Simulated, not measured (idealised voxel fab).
The following process module bears the name voxel gate over fins.
Section shown: cut. Width: 170 nm. Cell size: 5 nm, square.
How to read a cross-section here: the picture is a grid of square cells, written as bands going from the top down, and any band can span one or more rows of cells.
The entry gives the band's vertical extent as a top height and a bottom height in nm, then its horizontal make-up as materials from left to right, each with a width in nm. "air" stands for empty space; a single material marked "everywhere" fills the band edge to edge.
It should be noted that heights are counted from 0, beneath which the wafer as supplied is of one material throughout, and that the lowest band possesses no lower boundary but continues downward, as written in "0 and below".
Note: "30->40" means the width goes from the first number (top row of the band) to the second number (bottom row) in equal steps per row of cells.
You'll sometimes find "remained the same" written for a step, and that's the way of saying that nowhere in the cross-section did a cell change during that step.
"Entrapped void list" - sealed voids, min. 8 cells, no opening to top; format: width x height at distance (distance from left edge; nm throughout).
Read whatever lies past the settings on a step's line as the simulator's own remark about the step.
The optional step-line setting "overlay nm" applies to steps with a mask and quantifies how far to the right of its planned location the mask lay, a negative value indicating leftward placement.

The process steps that were planned are listed below:
step 1: op RECEIVE | material Si
step 2: op CONFORMAL_DEP | material SiN | thk nm 5
step 3: op PATTERN | tone cover | mask id FINS | material resist | width nm 15 | pitch nm 60 | thk nm 20 | overlay nm 0
step 4: op DIRECTIONAL_ETCH | etch materials SiN | depth nm 5
step 5: op DIRECTIONAL_ETCH | etch materials Si | depth nm 40
step 6: op STRIP | etch materials resist
step 7: op OXIDIZE | depth nm 5
step 8: op FILL_DEP | material SiO2 | thk nm 15
step 9: op CMP | height nm 5
step 10: op DIRECTIONAL_DEP | material aC | thk nm 10
step 11: op PATTERN | tone open | mask id RAIL | material resist | width nm 15 | thk nm 25 | overlay nm 0
step 12: op DIRECTIONAL_ETCH | etch materials aC | depth nm 10
step 13: op STRIP | etch materials resist
step 14: op DIRECTIONAL_ETCH | etch materials SiO2 | depth nm 40
step 15: op STRIP | etch materials aC
step 16: op CONFORMAL_DEP | material TiN | thk nm 5
step 17: op FILL_DEP | material W | thk nm 10
step 18: op CMP | height nm 5
step 19: op SELECTIVE_ETCH | etch materials W Ru TiN | depth nm 20
step 20: op FILL_DEP | material SiO2 | thk nm 5
step 21: op CMP | height nm 5
step 22: op SELECTIVE_ETCH | etch materials SiO2 | depth nm 15
step 23: op STRIP | etch materials SiN
step 24: op CONFORMAL_DEP | material HfO2 | thk nm 5
step 25: op CONFORMAL_DEP | material TiN | thk nm 5
step 26: op FILL_DEP | material W | thk nm 15
step 27: op CMP | height nm 20
step 28: op CONFORMAL_DEP | material SiN | thk nm 10

The following pertains to the first of two wafers, which was processed as planned:

Cross-section of the wafer as it came to us, i.e., already through step 1:
	0 and below = Si everywhere
	Entrapped void list: none

Sectional view: wafer, after step 2:
	5 down to 0 = SiN everywhere
	Rest of section, below 0: as before.

Sectional view: wafer, after step 3:
	25 down to 5 = 15 air / 15 resist / 45 air / 15 resist / 45 air / 15 resist / 20 air
	Rest of section, below 5: as before.

Sectional view: wafer, after step 4:
	25 down to 5 = 15 air / 15 resist / 45 air / 15 resist / 45 air / 15 resist / 20 air
	5 down to 0 = 15 air / 15 SiN / 45 air / 15 SiN / 45 air / 15 SiN / 20 air
	Rest of section, below 0: as before.

Sectional view: wafer, after step 5:
	25 down to 5 = 15 air / 15 resist / 45 air / 15 resist / 45 air / 15 resist / 20 air
	5 down to 0 = 15 air / 15 SiN / 45 air / 15 SiN / 45 air / 15 SiN / 20 air
	0 down to -40 = 15 air / 15 Si / 45 air / 15 Si / 45 air / 15 Si / 20 air
	Rest of section, below -40: as before.

Sectional view: wafer, after step 6:
	5 down to 0 = 15 air / 15 SiN / 45 air / 15 SiN / 45 air / 15 SiN / 20 air
	Rest of section, below 0: as before.

Sectional view: wafer, after step 7:
	5 down to 0 = 15 air / 15 SiN / 45 air / 15 SiN / 45 air / 15 SiN / 20 air
	0 down to -40 = 15 air / 5 SiO2 / 5 Si / 5 SiO2 / 45 air / 5 SiO2 / 5 Si / 5 SiO2 / 45 air / 5 SiO2 / 5 Si / 5 SiO2 / 20 air
	-40 down to -45 = 20 SiO2 / 5 Si / 55 SiO2 / 5 Si / 55 SiO2 / 5 Si / 25 SiO2
	Rest of section, below -45: as before.

Sectional view: wafer, after step 8:
	20 down to 5 = SiO2 everywhere
	5 down to 0 = 15 SiO2 / 15 SiN / 45 SiO2 / 15 SiN / 45 SiO2 / 15 SiN / 20 SiO2
	0 down to -45 = 20 SiO2 / 5 Si / 55 SiO2 / 5 Si / 55 SiO2 / 5 Si / 25 SiO2
	Rest of section, below -45: as before.

Sectional view: wafer, after step 9:
	5 down to 0 = 15 SiO2 / 15 SiN / 45 SiO2 / 15 SiN / 45 SiO2 / 15 SiN / 20 SiO2
	Rest of section, below 0: as before.

Sectional view: wafer, after step 10:
	15 down to 5 = aC everywhere
	Rest of section, below 5: as before.

Sectional view: wafer, after step 11:
	40 down to 15 = 45 resist / 15 air / 110 resist
	Rest of section, below 15: as before.

Sectional view: wafer, after step 12:
	30 down to 15 = 45 resist / 15 air / 110 resist
	15 down to 5 = 45 aC / 15 air / 110 aC
	Rest of section, below 5: as before.

Sectional view: wafer, after step 13:
	15 down to 5 = 45 aC / 15 air / 110 aC
	Rest of section, below 5: as before.

Sectional view: wafer, after step 14:
	15 down to 5 = 45 aC / 15 air / 110 aC
	5 down to 0 = 15 SiO2 / 15 SiN / 15 SiO2 / 15 air / 15 SiO2 / 15 SiN / 45 SiO2 / 15 SiN / 20 SiO2
	0 down to -35 = 20 SiO2 / 5 Si / 20 SiO2 / 15 air / 20 SiO2 / 5 Si / 55 SiO2 / 5 Si / 25 SiO2
	Rest of section, below -35: as before.

Sectional view: wafer, after step 15:
	5 down to 0 = 15 SiO2 / 15 SiN / 15 SiO2 / 15 air / 15 SiO2 / 15 SiN / 45 SiO2 / 15 SiN / 20 SiO2
	Rest of section, below 0: as before.

Sectional view: wafer, after step 16:
	10 down to 5 = 50 TiN / 5 air / 115 TiN
	5 down to 0 = 15 SiO2 / 15 SiN / 15 SiO2 / 5 TiN / 5 air / 5 TiN / 15 SiO2 / 15 SiN / 45 SiO2 / 15 SiN / 20 SiO2
	0 down to -30 = 20 SiO2 / 5 Si / 20 SiO2 / 5 TiN / 5 air / 5 TiN / 20 SiO2 / 5 Si / 55 SiO2 / 5 Si / 25 SiO2
	-30 down to -35 = 20 SiO2 / 5 Si / 20 SiO2 / 15 TiN / 20 SiO2 / 5 Si / 55 SiO2 / 5 Si / 25 SiO2
	Rest of section, below -35: as before.

Sectional view: wafer, after step 17:
	20 down to 10 = W everywhere
	10 down to 5 = 50 TiN / 5 W / 115 TiN
	5 down to 0 = 15 SiO2 / 15 SiN / 15 SiO2 / 5 TiN / 5 W / 5 TiN / 15 SiO2 / 15 SiN / 45 SiO2 / 15 SiN / 20 SiO2
	0 down to -30 = 20 SiO2 / 5 Si / 20 SiO2 / 5 TiN / 5 W / 5 TiN / 20 SiO2 / 5 Si / 55 SiO2 / 5 Si / 25 SiO2
	Rest of section, below -30: as before.

Sectional view: wafer, after step 18:
	5 down to 0 = 15 SiO2 / 15 SiN / 15 SiO2 / 5 TiN / 5 W / 5 TiN / 15 SiO2 / 15 SiN / 45 SiO2 / 15 SiN / 20 SiO2
	Rest of section, below 0: as before.

Sectional view: wafer, after step 19:
	5 down to 0 = 15 SiO2 / 15 SiN / 15 SiO2 / 15 air / 15 SiO2 / 15 SiN / 45 SiO2 / 15 SiN / 20 SiO2
	0 down to -15 = 20 SiO2 / 5 Si / 20 SiO2 / 15 air / 20 SiO2 / 5 Si / 55 SiO2 / 5 Si / 25 SiO2
	Rest of section, below -15: as before.

Sectional view: wafer, after step 20:
	10 down to 5 = SiO2 everywhere
	5 down to 0 = 15 SiO2 / 15 SiN / 45 SiO2 / 15 SiN / 45 SiO2 / 15 SiN / 20 SiO2
	0 down to -15 = 20 SiO2 / 5 Si / 55 SiO2 / 5 Si / 55 SiO2 / 5 Si / 25 SiO2
	Rest of section, below -15: as before.

Sectional view: wafer, after step 21:
	5 down to 0 = 15 SiO2 / 15 SiN / 45 SiO2 / 15 SiN / 45 SiO2 / 15 SiN / 20 SiO2
	Rest of section, below 0: as before.

Sectional view: wafer, after step 22:
	5 down to 0 = 15 air / 15 SiN / 45 air / 15 SiN / 45 air / 15 SiN / 20 air
	0 down to -10 = 20 air / 5 Si / 55 air / 5 Si / 55 air / 5 Si / 25 air
	Rest of section, below -10: as before.

Sectional view: wafer, after step 23:
	0 down to -10 = 20 air / 5 Si / 55 air / 5 Si / 55 air / 5 Si / 25 air
	Rest of section, below -10: as before.

Sectional view: wafer, after step 24:
	5 down to 0 = 15 air / 15 HfO2 / 45 air / 15 HfO2 / 45 air / 15 HfO2 / 20 air
	0 down to -5 = 15 air / 5 HfO2 / 5 Si / 5 HfO2 / 45 air / 5 HfO2 / 5 Si / 5 HfO2 / 45 air / 5 HfO2 / 5 Si / 5 HfO2 / 20 air
	-5 down to -10 = 20 HfO2 / 5 Si / 55 HfO2 / 5 Si / 55 HfO2 / 5 Si / 25 HfO2
	Rest of section, below -10: as before.

Sectional view: wafer, after step 25:
	10 down to 5 = 10 air / 25 TiN / 35 air / 25 TiN / 35 air / 25 TiN / 15 air
	5 down to 0 = 10 air / 5 TiN / 15 HfO2 / 5 TiN / 35 air / 5 TiN / 15 HfO2 / 5 TiN / 35 air / 5 TiN / 15 HfO2 / 5 TiN / 15 air
	0 down to -5 = 15 TiN / 5 HfO2 / 5 Si / 5 HfO2 / 45 TiN / 5 HfO2 / 5 Si / 5 HfO2 / 45 TiN / 5 HfO2 / 5 Si / 5 HfO2 / 20 TiN
	Rest of section, below -5: as before.

Sectional view: wafer, after step 26:
	25 down to 10 = W everywhere
	10 down to 5 = 10 W / 25 TiN / 35 W / 25 TiN / 35 W / 25 TiN / 15 W
	5 down to 0 = 10 W / 5 TiN / 15 HfO2 / 5 TiN / 35 W / 5 TiN / 15 HfO2 / 5 TiN / 35 W / 5 TiN / 15 HfO2 / 5 TiN / 15 W
	Rest of section, below 0: as before.

Sectional view: wafer, after step 27:
	20 down to 10 = W everywhere
	Rest of section, below 10: as before.

Sectional view: wafer, after step 28:
	30 down to 20 = SiN everywhere
	Rest of section, below 20: as before.

Regarding the second of the two wafers: it shared the first wafer's starting condition and process plan, yet one error occurred during its execution. Its history coincides with that of the first wafer up to and including step 20:

Cross-sectional view of the second wafer at the intended end time of process step 21:
	-5 down to -15 = 20 SiO2 / 5 Si / 55 SiO2 / 5 Si / 55 SiO2 / 5 Si / 25 SiO2
	Rest of section, below -15: as before.

Cross-sectional view of the second wafer at the intended end time of process step 22:
	-5 down to -15 = 20 air / 5 Si / 55 air / 5 Si / 55 air / 5 Si / 25 air
	-15 down to -20 = 20 air / 5 Si / 20 air / 5 TiN / 5 W / 5 TiN / 20 air / 5 Si / 55 air / 5 Si / 25 air
	Rest of section, below -20: as before.

Cross-sectional view of the second wafer at the intended end time of process step 23: remained the same

Cross-sectional view of the second wafer at the intended end time of process step 24:
	0 down to -5 = 15 air / 15 HfO2 / 45 air / 15 HfO2 / 45 air / 15 HfO2 / 20 air
	-5 down to -10 = 15 air / 5 HfO2 / 5 Si / 5 HfO2 / 45 air / 5 HfO2 / 5 Si / 5 HfO2 / 45 air / 5 HfO2 / 5 Si / 5 HfO2 / 20 air
	-10 down to -15 = 15 air / 5 HfO2 / 5 Si / 5 HfO2 / 10 air / 25 HfO2 / 10 air / 5 HfO2 / 5 Si / 5 HfO2 / 45 air / 5 HfO2 / 5 Si / 5 HfO2 / 20 air
	-15 down to -20 = 20 HfO2 / 5 Si / 20 HfO2 / 5 TiN / 5 W / 5 TiN / 20 HfO2 / 5 Si / 55 HfO2 / 5 Si / 25 HfO2
	Rest of section, below -20: as before.

Cross-sectional view of the second wafer at the intended end time of process step 25:
	5 down to 0 = 10 air / 25 TiN / 35 air / 25 TiN / 35 air / 25 TiN / 15 air
	0 down to -5 = 10 air / 5 TiN / 15 HfO2 / 5 TiN / 35 air / 5 TiN / 15 HfO2 / 5 TiN / 35 air / 5 TiN / 15 HfO2 / 5 TiN / 15 air
	-5 down to -10 = 10 air / 5 TiN / 5 HfO2 / 5 Si / 5 HfO2 / 45 TiN / 5 HfO2 / 5 Si / 5 HfO2 / 5 TiN / 35 air / 5 TiN / 5 HfO2 / 5 Si / 5 HfO2 / 5 TiN / 15 air
	-10 down to -15 = 15 TiN / 5 HfO2 / 5 Si / 5 HfO2 / 10 TiN / 25 HfO2 / 10 TiN / 5 HfO2 / 5 Si / 5 HfO2 / 45 TiN / 5 HfO2 / 5 Si / 5 HfO2 / 20 TiN
	Rest of section, below -15: as before.

Cross-sectional view of the second wafer at the intended end time of process step 26:
	20 down to 5 = W everywhere
	5 down to 0 = 10 W / 25 TiN / 35 W / 25 TiN / 35 W / 25 TiN / 15 W
	0 down to -5 = 10 W / 5 TiN / 15 HfO2 / 5 TiN / 35 W / 5 TiN / 15 HfO2 / 5 TiN / 35 W / 5 TiN / 15 HfO2 / 5 TiN / 15 W
	-5 down to -10 = 10 W / 5 TiN / 5 HfO2 / 5 Si / 5 HfO2 / 45 TiN / 5 HfO2 / 5 Si / 5 HfO2 / 5 TiN / 35 W / 5 TiN / 5 HfO2 / 5 Si / 5 HfO2 / 5 TiN / 15 W
	Rest of section, below -10: as before.

Cross-sectional view of the second wafer at the intended end time of process step 27: remained the same

Cross-sectional view of the second wafer at the intended end time of process step 28:
	30 down to 20 = SiN everywhere
	Rest of section, below 20: as before.
Short version of what went wrong: step 21: run off-plan, actual operation and settings op CMP | height nm -5
Wafer comparison, final, in cells, second relative to first, materials more or fewer: 8 more of HfO2 | 3 fewer of Si | 59 fewer of SiO2 | 8 more of TiN | 46 more of W
